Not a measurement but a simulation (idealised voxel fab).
Process module name: voxel wiring stack
Xsec cut, 260 nm wide, square cell size 5 nm.
Think of the cross-section as a grid of square cells. We describe it in bands, top to bottom, and each band covers one or more rows of those cells.
What a band's entry tells you: where the top is and where the bottom is, as heights in nm, and after that what lies inside, material by material from left to right, each with its width in nm. Empty space is written as the word "blank", and a single material marked with the word "everywhere" occupies the band from edge to edge.
Height datum 0, below which the as-received substrate wafer is one material. Lowest band open at the bottom, running downward: "0..down".
The width entry "30->40" should be interpreted row by row: the top row of cells in the band takes the first number, the bottom row takes the second number, and the change between adjacent rows is uniform throughout.
No cell of the cross-section changed in a step that is given as "nothing altered".
Enclosed voids (no open way to top), threshold 8 cells or more, entry "Fully sealed cavities", notation width x height at distance, distance from left edge, nm.
That trailing text on a step's line, after the settings, is the simulator's own remark on the step.
You can add "overlay nm" to a step's line. For a step with a mask, it describes how far the mask lay to the right of its planned position, and a negative number describes a lay to the left.
For the reader: what remains of this document is a series of pairs, each showing a cross-section before one process step and a cross-section after that step which reaches down only to the lowest band that changed, with the step between them and its settings set out under the pair. It should not be assumed that a pair continues from the pair above it; the pairs can come from different runs of this module on the same starting wafer, and such continuity exists only where the entry headed "Pre-step" says so.

Pre-step:
    0..down = Si everywhere
    Fully sealed cavities: none

Sectional Result:
    15..0 = SiO2 everywhere
    Under the height 0 nothing was changed.
    Fully sealed cavities: none
The two cross-sections above bracket this step: op CONFORMAL_DEP | material SiO2 | thk nm 15

Pre-step: the wafer arrives at this step looking as the after cross-section in the pair just above shows it.

Sectional Result:
    20..15 = SiCN everywhere
    Under the height 15 nothing was changed.
    Fully sealed cavities: none
The two cross-sections above bracket this step: op CONFORMAL_DEP | material SiCN | thk nm 5

Pre-step: the wafer arrives at this step looking as the after cross-section in the pair just above shows it.

Sectional Result:
    35..20 = lowk everywhere
    Under the height 20 nothing was changed.
    Fully sealed cavities: none
The two cross-sections above bracket this step: op DIRECTIONAL_DEP | material lowk | thk nm 15

Pre-step: the wafer arrives at this step looking as the after cross-section in the pair just above shows it.

Sectional Result:
    45..35 = aC everywhere
    Under the height 35 nothing was changed.
    Fully sealed cavities: none
The two cross-sections above bracket this step: op DIRECTIONAL_DEP | material aC | thk nm 10

Pre-step: the wafer arrives at this step looking as the after cross-section in the pair just above shows it.

Sectional Result:
    70..45 = 80 resist, 20 blank, 20 resist, 20 blank, 20 resist, 20 blank, 80 resist
    Under the height 45 nothing was changed.
    Fully sealed cavities: none
The two cross-sections above bracket this step: op PATTERN | tone open | mask id METAL_1 | material resist | width nm 20 | pitch nm 40 | thk nm 25 | overlay nm 0

Pre-step: the wafer arrives at this step looking as the after cross-section in the pair just above shows it.

Sectional Result:
    60..45 = 80 resist, 20 blank, 20 resist, 20 blank, 20 resist, 20 blank, 80 resist
    45..35 = 80 aC, 20 blank, 20 aC, 20 blank, 20 aC, 20 blank, 80 aC
    Under the height 35 nothing was changed.
    Fully sealed cavities: none
The two cross-sections above bracket this step: op DIRECTIONAL_ETCH | etch materials aC | depth nm 10

Pre-step: the wafer arrives at this step looking as the after cross-section in the pair just above shows it.

Sectional Result:
    45..35 = 80 aC, 20 blank, 20 aC, 20 blank, 20 aC, 20 blank, 80 aC
    Under the height 35 nothing was changed.
    Fully sealed cavities: none
The two cross-sections above bracket this step: op STRIP | etch materials resist

Pre-step: the wafer arrives at this step looking as the after cross-section in the pair just above shows it.

Sectional Result:
    45..35 = 80 aC, 20 blank, 20 aC, 20 blank, 20 aC, 20 blank, 80 aC
    35..20 = 80 lowk, 20 blank, 20 lowk, 20 blank, 20 lowk, 20 blank, 80 lowk
    Under the height 20 nothing was changed.
    Fully sealed cavities: none
The two cross-sections above bracket this step: op DIRECTIONAL_ETCH | etch materials lowk | depth nm 15

Pre-step: the wafer arrives at this step looking as the after cross-section in the pair just above shows it.

Sectional Result:
    45..35 = 80 aC, 20 blank, 20 aC, 20 blank, 20 aC, 20 blank, 80 aC
    35..20 = 80 lowk, 20 blank, 20 lowk, 20 blank, 20 lowk, 20 blank, 80 lowk
    20..15 = 80 SiCN, 20 blank, 20 SiCN, 20 blank, 20 SiCN, 20 blank, 80 SiCN
    Under the height 15 nothing was changed.
    Fully sealed cavities: none
The two cross-sections above bracket this step: op DIRECTIONAL_ETCH | etch materials SiCN | depth nm 5

Pre-step: the wafer arrives at this step looking as the after cross-section in the pair just above shows it.

Sectional Result:
    35..20 = 80 lowk, 20 blank, 20 lowk, 20 blank, 20 lowk, 20 blank, 80 lowk
    Under the height 20 nothing was changed.
    Fully sealed cavities: none
The two cross-sections above bracket this step: op STRIP | etch materials aC

Pre-step: the wafer arrives at this step looking as the after cross-section in the pair just above shows it.

Sectional Result:
    40..35 = 85 TiN, 10 blank, 30 TiN, 10 blank, 30 TiN, 10 blank, 85 TiN
    35..20 = 80 lowk, 5 TiN, 10 blank, 5 TiN, 20 lowk, 5 TiN, 10 blank, 5 TiN, 20 lowk, 5 TiN, 10 blank, 5 TiN, 80 lowk
    20..15 = 80 SiCN, 20 TiN, 20 SiCN, 20 TiN, 20 SiCN, 20 TiN, 80 SiCN
    Under the height 15 nothing was changed.
    Fully sealed cavities: none
The two cross-sections above bracket this step: op CONFORMAL_DEP | material TiN | thk nm 5

Pre-step: the wafer arrives at this step looking as the after cross-section in the pair just above shows it.

Sectional Result:
    45..40 = Cu everywhere
    40..35 = 85 TiN, 10 Cu, 30 TiN, 10 Cu, 30 TiN, 10 Cu, 85 TiN
    35..20 = 80 lowk, 5 TiN, 10 Cu, 5 TiN, 20 lowk, 5 TiN, 10 Cu, 5 TiN, 20 lowk, 5 TiN, 10 Cu, 5 TiN, 80 lowk
    Under the height 20 nothing was changed.
    Fully sealed cavities: none
The two cross-sections above bracket this step: op FILL_DEP | material Cu | thk nm 5

Pre-step: the wafer arrives at this step looking as the after cross-section in the pair just above shows it.

Sectional Result:
    35..20 = 80 lowk, 5 TiN, 10 Cu, 5 TiN, 20 lowk, 5 TiN, 10 Cu, 5 TiN, 20 lowk, 5 TiN, 10 Cu, 5 TiN, 80 lowk
    Under the height 20 nothing was changed.
    Fully sealed cavities: none
The two cross-sections above bracket this step: op CMP | height nm 35

Pre-step: the wafer arrives at this step looking as the after cross-section in the pair just above shows it.

Sectional Result:
    40..35 = 75 blank, 30 Ru, 10 blank, 30 Ru, 10 blank, 30 Ru, 75 blank
    Under the height 35 nothing was changed.
    Fully sealed cavities: none
The two cross-sections above bracket this step: op EPI | material Ru | thk nm 5

Pre-step: the wafer arrives at this step looking as the after cross-section in the pair just above shows it.

Sectional Result:
    45..40 = SiCN everywhere
    40..35 = 75 SiCN, 30 Ru, 10 SiCN, 30 Ru, 10 SiCN, 30 Ru, 75 SiCN
    Under the height 35 nothing was changed.
    Fully sealed cavities: none
The two cross-sections above bracket this step: op FILL_DEP | material SiCN | thk nm 5

Pre-step: the wafer arrives at this step looking as the after cross-section in the pair just above shows it.

Sectional Result:
    60..45 = SiO2 everywhere
    Under the height 45 nothing was changed.
    Fully sealed cavities: none
The two cross-sections above bracket this step: op DIRECTIONAL_DEP | material SiO2 | thk nm 15

Pre-step: the wafer arrives at this step looking as the after cross-section in the pair just above shows it.

Sectional Result:
    75..60 = aC everywhere
    Under the height 60 nothing was changed.
    Fully sealed cavities: none
The two cross-sections above bracket this step: op DIRECTIONAL_DEP | material aC | thk nm 15

Pre-step: the wafer arrives at this step looking as the after cross-section in the pair just above shows it.

Sectional Result:
    105..75 = 80 resist, 15 blank, 25 resist, 15 blank, 25 resist, 15 blank, 85 resist
    Under the height 75 nothing was changed.
    Fully sealed cavities: none
The two cross-sections above bracket this step: op PATTERN | tone open | mask id PLUG_1 | material resist | width nm 15 | pitch nm 40 | thk nm 30 | overlay nm 0

Pre-step: the wafer arrives at this step looking as the after cross-section in the pair just above shows it.

Sectional Result:
    90..75 = 80 resist, 15 blank, 25 resist, 15 blank, 25 resist, 15 blank, 85 resist
    75..60 = 80 aC, 15 blank, 25 aC, 15 blank, 25 aC, 15 blank, 85 aC
    Under the height 60 nothing was changed.
    Fully sealed cavities: none
The two cross-sections above bracket this step: op DIRECTIONAL_ETCH | etch materials aC | depth nm 15

Pre-step: the wafer arrives at this step looking as the after cross-section in the pair just above shows it.

Sectional Result:
    75..60 = 80 aC, 15 blank, 25 aC, 15 blank, 25 aC, 15 blank, 85 aC
    Under the height 60 nothing was changed.
    Fully sealed cavities: none
The two cross-sections above bracket this step: op STRIP | etch materials resist

Pre-step: the wafer arrives at this step looking as the after cross-section in the pair just above shows it.

Sectional Result:
    75..60 = 80 aC, 15 blank, 25 aC, 15 blank, 25 aC, 15 blank, 85 aC
    60..45 = 80 SiO2, 15 blank, 25 SiO2, 15 blank, 25 SiO2, 15 blank, 85 SiO2
    Under the height 45 nothing was changed.
    Fully sealed cavities: none
The two cross-sections above bracket this step: op DIRECTIONAL_ETCH | etch materials SiO2 | depth nm 15

Pre-step: the wafer arrives at this step looking as the after cross-section in the pair just above shows it.

Sectional Result:
    75..60 = 80 aC, 15 blank, 25 aC, 15 blank, 25 aC, 15 blank, 85 aC
    60..45 = 80 SiO2, 15 blank, 25 SiO2, 15 blank, 25 SiO2, 15 blank, 85 SiO2
    45..40 = 80 SiCN, 15 blank, 25 SiCN, 15 blank, 25 SiCN, 15 blank, 85 SiCN
    Under the height 40 nothing was changed.
    Fully sealed cavities: none
The two cross-sections above bracket this step: op DIRECTIONAL_ETCH | etch materials SiCN | depth nm 5

Pre-step: the wafer arrives at this step looking as the after cross-section in the pair just above shows it.

Sectional Result:
    60..45 = 80 SiO2, 15 blank, 25 SiO2, 15 blank, 25 SiO2, 15 blank, 85 SiO2
    Under the height 45 nothing was changed.
    Fully sealed cavities: none
The two cross-sections above bracket this step: op STRIP | etch materials aC

Pre-step: the wafer arrives at this step looking as the after cross-section in the pair just above shows it.

Sectional Result:
    60..50 = 80 SiO2, 15 blank, 25 SiO2, 15 blank, 25 SiO2, 15 blank, 85 SiO2
    50..45 = 80 SiO2, 15 Ru, 25 SiO2, 15 Ru, 25 SiO2, 15 Ru, 85 SiO2
    45..35 = 80->75 SiCN, 15->30 Ru, 25->10 SiCN, 15->30 Ru, 25->10 SiCN, 15->30 Ru, 85->75 SiCN
    Under the height 35 nothing was changed.
    Fully sealed cavities: none
The two cross-sections above bracket this step: op EPI | material Ru | thk nm 10

Pre-step: the wafer arrives at this step looking as the after cross-section in the pair just above shows it.

Sectional Result:
    60..45 = 80 SiO2, 15 Ru, 25 SiO2, 15 Ru, 25 SiO2, 15 Ru, 85 SiO2
    Under the height 45 nothing was changed.
    Fully sealed cavities: none
The two cross-sections above bracket this step: op EPI | material Ru | thk nm 10

Pre-step: the wafer arrives at this step looking as the after cross-section in the pair just above shows it.

Sectional Result:
    65..60 = SiCN everywhere
    Under the height 60 nothing was changed.
    Fully sealed cavities: none
The two cross-sections above bracket this step: op CONFORMAL_DEP | material SiCN | thk nm 5

Pre-step: the wafer arrives at this step looking as the after cross-section in the pair just above shows it.

Sectional Result:
    85..65 = lowk everywhere
    Under the height 65 nothing was changed.
    Fully sealed cavities: none
The two cross-sections above bracket this step: op DIRECTIONAL_DEP | material lowk | thk nm 20

Pre-step: the wafer arrives at this step looking as the after cross-section in the pair just above shows it.

Sectional Result:
    100..85 = 80 resist, 20 blank, 20 resist, 20 blank, 20 resist, 20 blank, 80 resist
    Under the height 85 nothing was changed.
    Fully sealed cavities: none
The two cross-sections above bracket this step: op PATTERN | tone open | mask id METAL_2 | material resist | width nm 20 | pitch nm 40 | thk nm 15 | overlay nm 0

Pre-step: the wafer arrives at this step looking as the after cross-section in the pair just above shows it.

Sectional Result:
    100..85 = 80 resist, 20 blank, 20 resist, 20 blank, 20 resist, 20 blank, 80 resist
    85..65 = 80 lowk, 20 blank, 20 lowk, 20 blank, 20 lowk, 20 blank, 80 lowk
    Under the height 65 nothing was changed.
    Fully sealed cavities: none
The two cross-sections above bracket this step: op DIRECTIONAL_ETCH | etch materials lowk | depth nm 20

Pre-step: the wafer arrives at this step looking as the after cross-section in the pair just above shows it.

Sectional Result:
    100..85 = 80 resist, 20 blank, 20 resist, 20 blank, 20 resist, 20 blank, 80 resist
    85..65 = 80 lowk, 20 blank, 20 lowk, 20 blank, 20 lowk, 20 blank, 80 lowk
    65..60 = 80 SiCN, 20 blank, 20 SiCN, 20 blank, 20 SiCN, 20 blank, 80 SiCN
    Under the height 60 nothing was changed.
    Fully sealed cavities: none
The two cross-sections above bracket this step: op DIRECTIONAL_ETCH | etch materials SiCN | depth nm 5

Pre-step: the wafer arrives at this step looking as the after cross-section in the pair just above shows it.

Sectional Result:
    85..65 = 80 lowk, 20 blank, 20 lowk, 20 blank, 20 lowk, 20 blank, 80 lowk
    Under the height 65 nothing was changed.
    Fully sealed cavities: none
The two cross-sections above bracket this step: op STRIP | etch materials resist

Pre-step: the wafer arrives at this step looking as the after cross-section in the pair just above shows it.

Sectional Result:
    90..85 = 85 TiN, 10 blank, 30 TiN, 10 blank, 30 TiN, 10 blank, 85 TiN
    85..65 = 80 lowk, 5 TiN, 10 blank, 5 TiN, 20 lowk, 5 TiN, 10 blank, 5 TiN, 20 lowk, 5 TiN, 10 blank, 5 TiN, 80 lowk
    65..60 = 80 SiCN, 20 TiN, 20 SiCN, 20 TiN, 20 SiCN, 20 TiN, 80 SiCN
    Under the height 60 nothing was changed.
    Fully sealed cavities: none
The two cross-sections above bracket this step: op CONFORMAL_DEP | material TiN | thk nm 5

Pre-step: the wafer arrives at this step looking as the after cross-section in the pair just above shows it.

Sectional Result:
    95..90 = W everywhere
    90..85 = 85 TiN, 10 W, 30 TiN, 10 W, 30 TiN, 10 W, 85 TiN
    85..65 = 80 lowk, 5 TiN, 10 W, 5 TiN, 20 lowk, 5 TiN, 10 W, 5 TiN, 20 lowk, 5 TiN, 10 W, 5 TiN, 80 lowk
    Under the height 65 nothing was changed.
    Fully sealed cavities: none
The two cross-sections above bracket this step: op FILL_DEP | material W | thk nm 5

Pre-step: the wafer arrives at this step looking as the after cross-section in the pair just above shows it.

Sectional Result:
    85..65 = 80 lowk, 5 TiN, 10 W, 5 TiN, 20 lowk, 5 TiN, 10 W, 5 TiN, 20 lowk, 5 TiN, 10 W, 5 TiN, 80 lowk
    Under the height 65 nothing was changed.
    Fully sealed cavities: none
The two cross-sections above bracket this step: op CMP | height nm 85

Pre-step: the wafer arrives at this step looking as the after cross-section in the pair just above shows it.

Sectional Result:
    90..85 = SiCN everywhere
    Under the height 85 nothing was changed.
    Fully sealed cavities: none
The two cross-sections above bracket this step: op CONFORMAL_DEP | material SiCN | thk nm 5

Pre-step: the wafer arrives at this step looking as the after cross-section in the pair just above shows it.

Sectional Result:
    120..90 = lowk everywhere
    Under the height 90 nothing was changed.
    Fully sealed cavities: none
The two cross-sections above bracket this step: op DIRECTIONAL_DEP | material lowk | thk nm 30

Pre-step: the wafer arrives at this step looking as the after cross-section in the pair just above shows it.

Sectional Result:
    120..105 = 80 lowk, 20 blank, 20 lowk, 20 blank, 20 lowk, 20 blank, 80 lowk
    Under the height 105 nothing was changed.
    Fully sealed cavities: none
The two cross-sections above bracket this step: op MASKED_ETCH | tone open | mask id METAL_3 | width nm 20 | pitch nm 40 | etch materials lowk | depth nm 15 | overlay nm 0

Pre-step: the wafer arrives at this step looking as the after cross-section in the pair just above shows it.

Sectional Result:
    120..105 = 80 lowk, 20 blank, 20 lowk, 20 blank, 20 lowk, 20 blank, 80 lowk
    105..90 = 80 lowk, 15 blank, 25 lowk, 15 blank, 25 lowk, 15 blank, 85 lowk
    Under the height 90 nothing was changed.
    Fully sealed cavities: none
The two cross-sections above bracket this step: op MASKED_ETCH | tone open | mask id METAL_3_HOLES | width nm 15 | pitch nm 40 | etch materials lowk | depth nm 15 | overlay nm 0

Pre-step: the wafer arrives at this step looking as the after cross-section in the pair just above shows it.

Sectional Result:
    120..105 = 80 lowk, 20 blank, 20 lowk, 20 blank, 20 lowk, 20 blank, 80 lowk
    105..90 = 80 lowk, 15 blank, 25 lowk, 15 blank, 25 lowk, 15 blank, 85 lowk
    90..85 = 80 SiCN, 15 blank, 25 SiCN, 15 blank, 25 SiCN, 15 blank, 85 SiCN
    Under the height 85 nothing was changed.
    Fully sealed cavities: none
The two cross-sections above bracket this step: op MASKED_ETCH | tone open | mask id METAL_3_HOLES | width nm 15 | pitch nm 40 | etch materials SiCN | depth nm 5 | overlay nm 0

Pre-step: the wafer arrives at this step looking as the after cross-section in the pair just above shows it.

Sectional Result:
    125..120 = 85 TiN, 10 blank, 30 TiN, 10 blank, 30 TiN, 10 blank, 85 TiN
    120..110 = 80 lowk, 5 TiN, 10 blank, 5 TiN, 20 lowk, 5 TiN, 10 blank, 5 TiN, 20 lowk, 5 TiN, 10 blank, 5 TiN, 80 lowk
    110..105 = 80 lowk, 5 TiN, 5 blank, 10 TiN, 20 lowk, 5 TiN, 5 blank, 10 TiN, 20 lowk, 5 TiN, 5 blank, 10 TiN, 80 lowk
    105..90 = 80 lowk, 5 TiN, 5 blank, 5 TiN, 25 lowk, 5 TiN, 5 blank, 5 TiN, 25 lowk, 5 TiN, 5 blank, 5 TiN, 85 lowk
    90..85 = 80 SiCN, 15 TiN, 25 SiCN, 15 TiN, 25 SiCN, 15 TiN, 85 SiCN
    Under the height 85 nothing was changed.
    Fully sealed cavities: none
The two cross-sections above bracket this step: op CONFORMAL_DEP | material TiN | thk nm 5

Pre-step: the wafer arrives at this step looking as the after cross-section in the pair just above shows it.

Sectional Result:
    130..125 = Cu everywhere
    125..120 = 85 TiN, 10 Cu, 30 TiN, 10 Cu, 30 TiN, 10 Cu, 85 TiN
    120..110 = 80 lowk, 5 TiN, 10 Cu, 5 TiN, 20 lowk, 5 TiN, 10 Cu, 5 TiN, 20 lowk, 5 TiN, 10 Cu, 5 TiN, 80 lowk
    110..105 = 80 lowk, 5 TiN, 5 Cu, 10 TiN, 20 lowk, 5 TiN, 5 Cu, 10 TiN, 20 lowk, 5 TiN, 5 Cu, 10 TiN, 80 lowk
    105..90 = 80 lowk, 5 TiN, 5 Cu, 5 TiN, 25 lowk, 5 TiN, 5 Cu, 5 TiN, 25 lowk, 5 TiN, 5 Cu, 5 TiN, 85 lowk
    Under the height 90 nothing was changed.
    Fully sealed cavities: none
The two cross-sections above bracket this step: op FILL_DEP | material Cu | thk nm 5

Pre-step: the wafer arrives at this step looking as the after cross-section in the pair just above shows it.

Sectional Result:
    120..110 = 80 lowk, 5 TiN, 10 Cu, 5 TiN, 20 lowk, 5 TiN, 10 Cu, 5 TiN, 20 lowk, 5 TiN, 10 Cu, 5 TiN, 80 lowk
    Under the height 110 nothing was changed.
    Fully sealed cavities: none
The two cross-sections above bracket this step: op CMP | height nm 120

Pre-step: the wafer arrives at this step looking as the after cross-section in the pair just above shows it.

Sectional Result:
    125..120 = SiCN everywhere
    Under the height 120 nothing was changed.
    Fully sealed cavities: none
The two cross-sections above bracket this step: op CONFORMAL_DEP | material SiCN | thk nm 5

Pre-step: the wafer arrives at this step looking as the after cross-section in the pair just above shows it.

Sectional Result:
    145..125 = SiO2 everywhere
    Under the height 125 nothing was changed.
    Fully sealed cavities: none
The two cross-sections above bracket this step: op DIRECTIONAL_DEP | material SiO2 | thk nm 20

Pre-step: the wafer arrives at this step looking as the after cross-section in the pair just above shows it.

Sectional Result:
    145..125 = 80 SiO2, 15 blank, 25 SiO2, 15 blank, 25 SiO2, 15 blank, 85 SiO2
    Under the height 125 nothing was changed.
    Fully sealed cavities: none
The two cross-sections above bracket this step: op MASKED_ETCH | tone open | mask id PLUG_3 | width nm 15 | pitch nm 40 | etch materials SiO2 | depth nm 20 | overlay nm 0

Pre-step: the wafer arrives at this step looking as the after cross-section in the pair just above shows it.

Sectional Result:
    145..125 = 80 SiO2, 15 blank, 25 SiO2, 15 blank, 25 SiO2, 15 blank, 85 SiO2
    125..120 = 80 SiCN, 15 blank, 25 SiCN, 15 blank, 25 SiCN, 15 blank, 85 SiCN
    Under the height 120 nothing was changed.
    Fully sealed cavities: none
The two cross-sections above bracket this step: op MASKED_ETCH | tone open | mask id PLUG_3 | width nm 15 | pitch nm 40 | etch materials SiCN | depth nm 5 | overlay nm 0

Pre-step: the wafer arrives at this step looking as the after cross-section in the pair just above shows it.

Sectional Result:
    145..130 = 80 SiO2, 15 blank, 25 SiO2, 15 blank, 25 SiO2, 15 blank, 85 SiO2
    130..125 = 80 SiO2, 15 Ru, 25 SiO2, 15 Ru, 25 SiO2, 15 Ru, 85 SiO2
    125..120 = 80 SiCN, 15 Ru, 25 SiCN, 15 Ru, 25 SiCN, 15 Ru, 85 SiCN
    Under the height 120 nothing was changed.
    Fully sealed cavities: none
The two cross-sections above bracket this step: op EPI | material Ru | thk nm 10

Pre-step: the wafer arrives at this step looking as the after cross-section in the pair just above shows it.

Sectional Result:
    145..140 = 80 SiO2, 15 blank, 25 SiO2, 15 blank, 25 SiO2, 15 blank, 85 SiO2
    140..125 = 80 SiO2, 15 Ru, 25 SiO2, 15 Ru, 25 SiO2, 15 Ru, 85 SiO2
    Under the height 125 nothing was changed.
    Fully sealed cavities: none
The two cross-sections above bracket this step: op EPI | material Ru | thk nm 10

Pre-step: the wafer arrives at this step looking as the after cross-section in the pair just above shows it.

Sectional Result:
    145..125 = 80 SiO2, 15 Ru, 25 SiO2, 15 Ru, 25 SiO2, 15 Ru, 85 SiO2
    Under the height 125 nothing was changed.
    Fully sealed cavities: none
The two cross-sections above bracket this step: op EPI | material Ru | thk nm 5

Pre-step: the wafer arrives at this step looking as the after cross-section in the pair just above shows it.

Sectional Result:
    150..145 = TiN everywhere
    Under the height 145 nothing was changed.
    Fully sealed cavities: none
The two cross-sections above bracket this step: op DIRECTIONAL_DEP | material TiN | thk nm 5

Pre-step: the wafer arrives at this step looking as the after cross-section in the pair just above shows it.

Sectional Result:
    175..150 = W everywhere
    Under the height 150 nothing was changed.
    Fully sealed cavities: none
The two cross-sections above bracket this step: op DIRECTIONAL_DEP | material W | thk nm 25

Pre-step: the wafer arrives at this step looking as the after cross-section in the pair just above shows it.

Sectional Result:
    175..150 = 80 blank, 20 W, 20 blank, 20 W, 20 blank, 20 W, 80 blank
    Under the height 150 nothing was changed.
    Fully sealed cavities: none
The two cross-sections above bracket this step: op MASKED_ETCH | tone cover | mask id METAL_4 | width nm 20 | pitch nm 40 | etch materials W | depth nm 25 | overlay nm 0

Pre-step: the wafer arrives at this step looking as the after cross-section in the pair just above shows it.

Sectional Result:
    175..150 = 80 blank, 20 W, 20 blank, 20 W, 20 blank, 20 W, 80 blank
    150..145 = 80 blank, 20 TiN, 20 blank, 20 TiN, 20 blank, 20 TiN, 80 blank
    Under the height 145 nothing was changed.
    Fully sealed cavities: none
The two cross-sections above bracket this step: op MASKED_ETCH | tone cover | mask id METAL_4 | width nm 20 | pitch nm 40 | etch materials TiN | depth nm 5 | overlay nm 0

Pre-step: the wafer arrives at this step looking as the after cross-section in the pair just above shows it.

Sectional Result:
    180..175 = 75 blank, 30 SiCN, 10 blank, 30 SiCN, 10 blank, 30 SiCN, 75 blank
    175..150 = 75 blank, 5 SiCN, 20 W, 5 SiCN, 10 blank, 5 SiCN, 20 W, 5 SiCN, 10 blank, 5 SiCN, 20 W, 5 SiCN, 75 blank
    150..145 = 80 SiCN, 20 TiN, 20 SiCN, 20 TiN, 20 SiCN, 20 TiN, 80 SiCN
    Under the height 145 nothing was changed.
    Fully sealed cavities: none
The two cross-sections above bracket this step: op CONFORMAL_DEP | material SiCN | thk nm 5

Pre-step: the wafer arrives at this step looking as the after cross-section in the pair just above shows it.

Sectional Result:
    185..180 = SiO2 everywhere
    180..175 = 75 SiO2, 30 SiCN, 10 SiO2, 30 SiCN, 10 SiO2, 30 SiCN, 75 SiO2
    175..150 = 75 SiO2, 5 SiCN, 20 W, 5 SiCN, 10 SiO2, 5 SiCN, 20 W, 5 SiCN, 10 SiO2, 5 SiCN, 20 W, 5 SiCN, 75 SiO2
    Under the height 150 nothing was changed.
    Fully sealed cavities: none
The two cross-sections above bracket this step: op FILL_DEP | material SiO2 | thk nm 5

Pre-step: the wafer arrives at this step looking as the after cross-section in the pair just above shows it.

Sectional Result:
    175..150 = 75 SiO2, 5 SiCN, 20 W, 5 SiCN, 10 SiO2, 5 SiCN, 20 W, 5 SiCN, 10 SiO2, 5 SiCN, 20 W, 5 SiCN, 75 SiO2
    Under the height 150 nothing was changed.
    Fully sealed cavities: none
The two cross-sections above bracket this step: op CMP | height nm 175

Pre-step: the wafer arrives at this step looking as the after cross-section in the pair just above shows it.

Sectional Result:
    180..175 = SiCN everywhere
    Under the height 175 nothing was changed.
    Fully sealed cavities: none
The two cross-sections above bracket this step: op CONFORMAL_DEP | material SiCN | thk nm 5

Pre-step:
    145..125 = 80 SiO2, 15 Ru, 25 SiO2, 15 Ru, 25 SiO2, 15 Ru, 85 SiO2
    125..120 = 80 SiCN, 15 Ru, 25 SiCN, 15 Ru, 25 SiCN, 15 Ru, 85 SiCN
    120..110 = 80 lowk, 5 TiN, 10 Cu, 5 TiN, 20 lowk, 5 TiN, 10 Cu, 5 TiN, 20 lowk, 5 TiN, 10 Cu, 5 TiN, 80 lowk
    110..105 = 80 lowk, 5 TiN, 5 Cu, 10 TiN, 20 lowk, 5 TiN, 5 Cu, 10 TiN, 20 lowk, 5 TiN, 5 Cu, 10 TiN, 80 lowk
    105..90 = 80 lowk, 5 TiN, 5 Cu, 5 TiN, 25 lowk, 5 TiN, 5 Cu, 5 TiN, 25 lowk, 5 TiN, 5 Cu, 5 TiN, 85 lowk
    90..85 = 80 SiCN, 15 TiN, 25 SiCN, 15 TiN, 25 SiCN, 15 TiN, 85 SiCN
    85..65 = 80 lowk, 5 TiN, 10 W, 5 TiN, 20 lowk, 5 TiN, 10 W, 5 TiN, 20 lowk, 5 TiN, 10 W, 5 TiN, 80 lowk
    65..60 = 80 SiCN, 20 TiN, 20 SiCN, 20 TiN, 20 SiCN, 20 TiN, 80 SiCN
    60..45 = 80 SiO2, 15 Ru, 25 SiO2, 15 Ru, 25 SiO2, 15 Ru, 85 SiO2
    45..35 = 80->75 SiCN, 15->30 Ru, 25->10 SiCN, 15->30 Ru, 25->10 SiCN, 15->30 Ru, 85->75 SiCN
    35..20 = 80 lowk, 5 TiN, 10 Cu, 5 TiN, 20 lowk, 5 TiN, 10 Cu, 5 TiN, 20 lowk, 5 TiN, 10 Cu, 5 TiN, 80 lowk
    20..15 = 80 SiCN, 20 TiN, 20 SiCN, 20 TiN, 20 SiCN, 20 TiN, 80 SiCN
    15..0 = SiO2 everywhere
    0..down = Si everywhere
    Fully sealed cavities: none

Sectional Result:
    170..145 = W everywhere
    Under the height 145 nothing was changed.
    Fully sealed cavities: none
The two cross-sections above bracket this step: op DIRECTIONAL_DEP | material W | thk nm 25

Pre-step: the wafer arrives at this step looking as the after cross-section in the pair just above shows it.

Sectional Result:
    170..145 = 80 blank, 20 W, 20 blank, 20 W, 20 blank, 20 W, 80 blank
    Under the height 145 nothing was changed.
    Fully sealed cavities: none
The two cross-sections above bracket this step: op MASKED_ETCH | tone cover | mask id METAL_4 | width nm 20 | pitch nm 40 | etch materials W | depth nm 25 | overlay nm 0

Pre-step: the wafer arrives at this step looking as the after cross-section in the pair just above shows it.

Sectional Result:
    175..170 = 75 blank, 30 SiCN, 10 blank, 30 SiCN, 10 blank, 30 SiCN, 75 blank
    170..150 = 75 blank, 5 SiCN, 20 W, 5 SiCN, 10 blank, 5 SiCN, 20 W, 5 SiCN, 10 blank, 5 SiCN, 20 W, 5 SiCN, 75 blank
    150..145 = 80 SiCN, 20 W, 20 SiCN, 20 W, 20 SiCN, 20 W, 80 SiCN
    Under the height 145 nothing was changed.
    Fully sealed cavities: none
The two cross-sections above bracket this step: op CONFORMAL_DEP | material SiCN | thk nm 5

Pre-step: the wafer arrives at this step looking as the after cross-section in the pair just above shows it.

Sectional Result:
    180..175 = SiO2 everywhere
    175..170 = 75 SiO2, 30 SiCN, 10 SiO2, 30 SiCN, 10 SiO2, 30 SiCN, 75 SiO2
    170..150 = 75 SiO2, 5 SiCN, 20 W, 5 SiCN, 10 SiO2, 5 SiCN, 20 W, 5 SiCN, 10 SiO2, 5 SiCN, 20 W, 5 SiCN, 75 SiO2
    Under the height 150 nothing was changed.
    Fully sealed cavities: none
The two cross-sections above bracket this step: op FILL_DEP | material SiO2 | thk nm 5

Pre-step: the wafer arrives at this step looking as the after cross-section in the pair just above shows it.

Sectional Result:
    175..170 = 75 SiO2, 30 SiCN, 10 SiO2, 30 SiCN, 10 SiO2, 30 SiCN, 75 SiO2
    Under the height 170 nothing was changed.
    Fully sealed cavities: none
The two cross-sections above bracket this step: op CMP | height nm 175

Pre-step: the wafer arrives at this step looking as the after cross-section in the pair just above shows it.

Sectional Result:
    180..175 = SiCN everywhere
    Under the height 175 nothing was changed.
    Fully sealed cavities: none
The two cross-sections above bracket this step: op CONFORMAL_DEP | material SiCN | thk nm 5

Pre-step:
    120..90 = lowk everywhere
    90..85 = SiCN everywhere
    85..65 = 80 lowk, 5 TiN, 10 W, 5 TiN, 20 lowk, 5 TiN, 10 W, 5 TiN, 20 lowk, 5 TiN, 10 W, 5 TiN, 80 lowk
    65..60 = 80 SiCN, 20 TiN, 20 SiCN, 20 TiN, 20 SiCN, 20 TiN, 80 SiCN
    60..45 = 80 SiO2, 15 Ru, 25 SiO2, 15 Ru, 25 SiO2, 15 Ru, 85 SiO2
    45..35 = 80->75 SiCN, 15->30 Ru, 25->10 SiCN, 15->30 Ru, 25->10 SiCN, 15->30 Ru, 85->75 SiCN
    35..20 = 80 lowk, 5 TiN, 10 Cu, 5 TiN, 20 lowk, 5 TiN, 10 Cu, 5 TiN, 20 lowk, 5 TiN, 10 Cu, 5 TiN, 80 lowk
    20..15 = 80 SiCN, 20 TiN, 20 SiCN, 20 TiN, 20 SiCN, 20 TiN, 80 SiCN
    15..0 = SiO2 everywhere
    0..down = Si everywhere
    Fully sealed cavities: none

Sectional Result:
    150..90 = lowk everywhere
    Under the height 90 nothing was changed.
    Fully sealed cavities: none
The two cross-sections above bracket this step: op DIRECTIONAL_DEP | material lowk | thk nm 30
